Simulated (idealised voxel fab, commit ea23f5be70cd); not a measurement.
process module | voxel gate over fins
cross-section cut | 280 nm wide | cells 5 nm
A cross-section is a grid of square cells, given in bands from the top down. A band is one or more rows of cells.
Each band's line starts with the height of the band's top and of its bottom, in nm. Then come its materials from left to right, each with its width in nm. One material with "throughout" fills the band from edge to edge. "air" is empty space.
Height 0 is the level under which the wafer as received is all one material. The lowest band goes on downwards, as in "0 down".
A width such as "30 to 40" changes by the same amount from each row of cells to the next, from the band's top row to its bottom row.
"no change" after a step means that no cell of the cross-section changed.
closed voids: empty space of 8 cells or more with no open way to the top, each as width x height at its distance from the left edge, in nm
after a step's settings: what the simulator itself notes on the step
overlay nm, on a step with a mask: how far to the right of its planned place the mask lay; to the left if negative
plan
1 op RECEIVE | material Si
2 op CONFORMAL_DEP | material SiN | thk nm 10
3 op DIRECTIONAL_DEP | material aC | thk nm 10
4 op PATTERN | tone cover | mask id FINS | material resist | width nm 15 | pitch nm 60 | thk nm 25 | overlay nm 0
5 op DIRECTIONAL_ETCH | etch materials aC | depth nm 10
6 op STRIP | etch materials resist
7 op DIRECTIONAL_ETCH | etch materials SiN | depth nm 10
8 op DIRECTIONAL_ETCH | etch materials Si | depth nm 30
9 op STRIP | etch materials aC
10 op OXIDIZE | depth nm 5
11 op FILL_DEP | material SiO2 | thk nm 5
12 op CMP | height nm 10
13 op PATTERN | tone open | mask id RAIL | material resist | width nm 15 | thk nm 20 | overlay nm 0
14 op DIRECTIONAL_ETCH | etch materials SiO2 | depth nm 35
15 op STRIP | etch materials resist
16 op CONFORMAL_DEP | material TiN | thk nm 5
17 op FILL_DEP | material W | thk nm 10
18 op CMP | height nm 10
19 op SELECTIVE_ETCH | etch materials W Ru TiN | depth nm 30
20 op FILL_DEP | material SiO2 | thk nm 5
21 op CMP | height nm 10
22 op SELECTIVE_ETCH | etch materials SiO2 | depth nm 25
23 op STRIP | etch materials SiN
24 op CONFORMAL_DEP | material HfO2 | thk nm 5
25 op CONFORMAL_DEP | material TiN | thk nm 5
26 op FILL_DEP | material W | thk nm 15
27 op CMP | height nm 20
28 op CONFORMAL_DEP | material SiCN | thk nm 10
as received, after step 1
  0 down: Si throughout
  closed voids: none
a wafer at the end: this start, this plan, one mistake
  30 to 20: SiCN throughout
  20 to 10: W throughout
  10 to 5: W 65 | TiN 25 | W 35 | TiN 25 | W 35 | TiN 25 | W 70
  5 to 0: W 65 | TiN 5 | HfO2 15 | TiN 5 | W 35 | TiN 5 | HfO2 15 | TiN 5 | W 35 | TiN 5 | HfO2 15 | TiN 5 | W 70
  0 to -5: W 65 | TiN 5 | HfO2 5 | Si 5 | HfO2 5 | TiN 5 | W 35 | TiN 5 | HfO2 5 | Si 5 | HfO2 5 | TiN 5 | W 35 | TiN 5 | HfO2 5 | Si 5 | HfO2 5 | TiN 5 | W 70
  -5 to -10: TiN 70 | HfO2 5 | Si 5 | HfO2 5 | TiN 45 | HfO2 5 | Si 5 | HfO2 5 | TiN 45 | HfO2 5 | Si 5 | HfO2 5 | TiN 75
  -10 to -15: HfO2 75 | Si 5 | HfO2 55 | Si 5 | HfO2 55 | Si 5 | HfO2 80
  -15 to -20: SiO2 75 | Si 5 | SiO2 55 | Si 5 | SiO2 55 | Si 5 | SiO2 80
  -20 to -25: TiN 70 | SiO2 5 | Si 5 | SiO2 5 | TiN 15 | SiO2 15 | TiN 15 | SiO2 5 | Si 5 | SiO2 5 | TiN 45 | SiO2 5 | Si 5 | SiO2 5 | TiN 75
  -25 to -35: SiO2 75 | Si 5 | SiO2 55 | Si 5 | SiO2 55 | Si 5 | SiO2 80
  -35 down: Si throughout
  closed voids: none
what went wrong: step 13 ran as: op PATTERN | tone cover | mask id RAIL | material resist | width nm 15 | thk nm 20 | overlay nm 0
